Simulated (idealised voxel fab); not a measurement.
process module | voxel self aligned vias
cross-section cut | 280 nm wide | cells 5 nm
A cross-section is a grid of square cells, given in bands from the top down. A band is one or more rows of cells.
Each band's line starts with the height of the band's top and of its bottom, in nm. Then come its materials from left to right, each with its width in nm. One material with "throughout" fills the band from edge to edge. "air" is empty space.
Height 0 is the level under which the wafer as received is all one material. The lowest band goes on downwards, as in "0 down".
A width such as "30 to 40" changes by the same amount from each row of cells to the next, from the band's top row to its bottom row.
"no change" after a step means that no cell of the cross-section changed.
closed voids: empty space of 8 cells or more with no open way to the top, each as width x height at its distance from the left edge, in nm
after a step's settings: what the simulator itself notes on the step
overlay nm, on a step with a mask: how far to the right of its planned place the mask lay; to the left if negative
plan
1 op RECEIVE | material Si
2 op CONFORMAL_DEP | material SiO2 | thk nm 10
3 op CONFORMAL_DEP | material SiCN | thk nm 5
4 op DIRECTIONAL_DEP | material SiO2 | thk nm 25
5 op PATTERN | tone open | mask id LINES | material resist | width nm 20 | pitch nm 50 | thk nm 15 | overlay nm 0
6 op DIRECTIONAL_ETCH | etch materials SiO2 | depth nm 25
7 op STRIP | etch materials resist
8 op CONFORMAL_DEP | material TiN | thk nm 5
9 op FILL_DEP | material Ru | thk nm 10
10 op CMP | height nm 40
11 op SELECTIVE_ETCH | etch materials W Ru TiN | depth nm 5
12 op FILL_DEP | material SiN | thk nm 10
13 op CMP | height nm 40
14 op DIRECTIONAL_DEP | material SiO2 | thk nm 20
15 op MASKED_ETCH | tone open | mask id VIAS | width nm 30 | pitch nm 50 | etch materials SiO2 | depth nm 20 | overlay nm 0
16 op MASKED_ETCH | tone open | mask id VIAS | width nm 30 | pitch nm 50 | etch materials SiN | depth nm 5 | overlay nm 0
17 op CONFORMAL_DEP | material TiN | thk nm 5
18 op FILL_DEP | material W | thk nm 10
19 op CMP | height nm 60
20 op CONFORMAL_DEP | material SiCN | thk nm 5
as received, after step 1
  0 down: Si throughout
  closed voids: none
a wafer at the end: this start, this plan, one mistake
  65 to 60: SiCN throughout
  60 to 45: SiO2 75 | TiN 5 | W 20 | TiN 5 | SiO2 20 | TiN 5 | W 20 | TiN 5 | SiO2 20 | TiN 5 | W 20 | TiN 5 | SiO2 75
  45 to 40: SiO2 75 | TiN 30 | SiO2 20 | TiN 30 | SiO2 20 | TiN 30 | SiO2 75
  40 to 35: SiN 75 | TiN 5 | SiO2 20 | TiN 5 | SiN 20 | TiN 5 | SiO2 20 | TiN 5 | SiN 20 | TiN 5 | SiO2 20 | TiN 5 | SiN 75
  35 to 20: Ru 75 | TiN 5 | SiO2 20 | TiN 5 | Ru 20 | TiN 5 | SiO2 20 | TiN 5 | Ru 20 | TiN 5 | SiO2 20 | TiN 5 | Ru 75
  20 to 15: TiN 80 | SiO2 20 | TiN 30 | SiO2 20 | TiN 30 | SiO2 20 | TiN 80
  15 to 10: SiCN throughout
  10 to 0: SiO2 throughout
  0 down: Si throughout
  closed voids: none
what went wrong: step 5 ran as: op PATTERN | tone cover | mask id LINES | material resist | width nm 20 | pitch nm 50 | thk nm 15 | overlay nm 0
